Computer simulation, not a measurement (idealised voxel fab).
The process module that follows is named voxel air gaps.
The figure presents cross-section cut, which has a width of 165 nm and is divided into square cells with an edge length of 5 nm.
In this document a cross-section is written as a grid of square cells. It is given as a series of bands, listed from the top down, and a band is one or more rows of cells.
Heights first: top, then bottom, in nm. Then materials, left to right, each with a width in nm. "all across" on a single material: fills the band edge to edge. "air": empty space.
Where do heights start? At 0: under that level the wafer as delivered is made of one material only. And the lowest band has no floor; it just carries on downward, as in "z 0 and below".
Note: "30..40" means the width goes from the first number (top row of the band) to the second number (bottom row) in equal steps per row of cells.
Given "no change occurred" for a step, no cell of the cross-section differs between before and after that step.
Empty spaces counting at least 8 cells and having no open way to the top are listed in "Sealed internal cavities". The notation width x height at distance is used for each, the distance being from the left edge and all three values in nm.
Where a step's line continues beyond its settings, the continuation is a remark by the simulator itself on that step.
A step's line can hold "overlay nm"; with a mask on that step, the setting says how far right of the planned place the mask lay, while a negative setting says it lay to the left.

-- These are the steps we planned for the process
1,RECEIVE (material Si)
2,CONFORMAL_DEP (material SiO2; thk nm 15)
3,CONFORMAL_DEP (material SiCN; thk nm 5)
4,DIRECTIONAL_DEP (material SiO2; thk nm 30)
5,DIRECTIONAL_DEP (material aC; thk nm 10)
6,PATTERN (tone open; mask id LINES; material resist; width nm 15; pitch nm 40; thk nm 25; overlay nm 0)
7,DIRECTIONAL_ETCH (etch materials aC; depth nm 5)
8,STRIP (etch materials resist)
9,DIRECTIONAL_ETCH (etch materials SiO2; depth nm 30)
10,STRIP (etch materials aC)
11,CONFORMAL_DEP (material TiN; thk nm 5)
12,FILL_DEP (material W; thk nm 10)
13,CMP (height nm 50)
14,EPI (material Ru; thk nm 10)
15,SELECTIVE_ETCH (etch materials SiO2; depth nm 40)
16,CONFORMAL_DEP (material SiCN; thk nm 5)
Where the wafers of this document differ is in the depth nm of step 7; they start out the same, and the plan states the value that applied to the first wafer.

-- This is how the first of several wafers looked in cross-section when it arrived, which is after step 1
> z 0 and below: Si all across
> Sealed internal cavities: none

-- Row per wafer, end-of-module: cell gain (+)/loss (-) by material since the wafer came in, then closed voids
depth nm 5, +66 SiCN, +99 SiO2, Sealed internal cavities: none
depth nm 10, +42 Ru, +130 SiCN, +99 SiO2, +39 TiN, +15 W, Sealed internal cavities: 15 x 20 at 55; 15 x 20 at 95
depth nm 15, +42 Ru, +130 SiCN, +99 SiO2, +39 TiN, +15 W, Sealed internal cavities: 15 x 20 at 55; 15 x 20 at 95
depth nm 20, +42 Ru, +130 SiCN, +99 SiO2, +39 TiN, +15 W, Sealed internal cavities: 15 x 20 at 55; 15 x 20 at 95
depth nm 25, +42 Ru, +130 SiCN, +99 SiO2, +39 TiN, +15 W, Sealed internal cavities: 15 x 20 at 55; 15 x 20 at 95
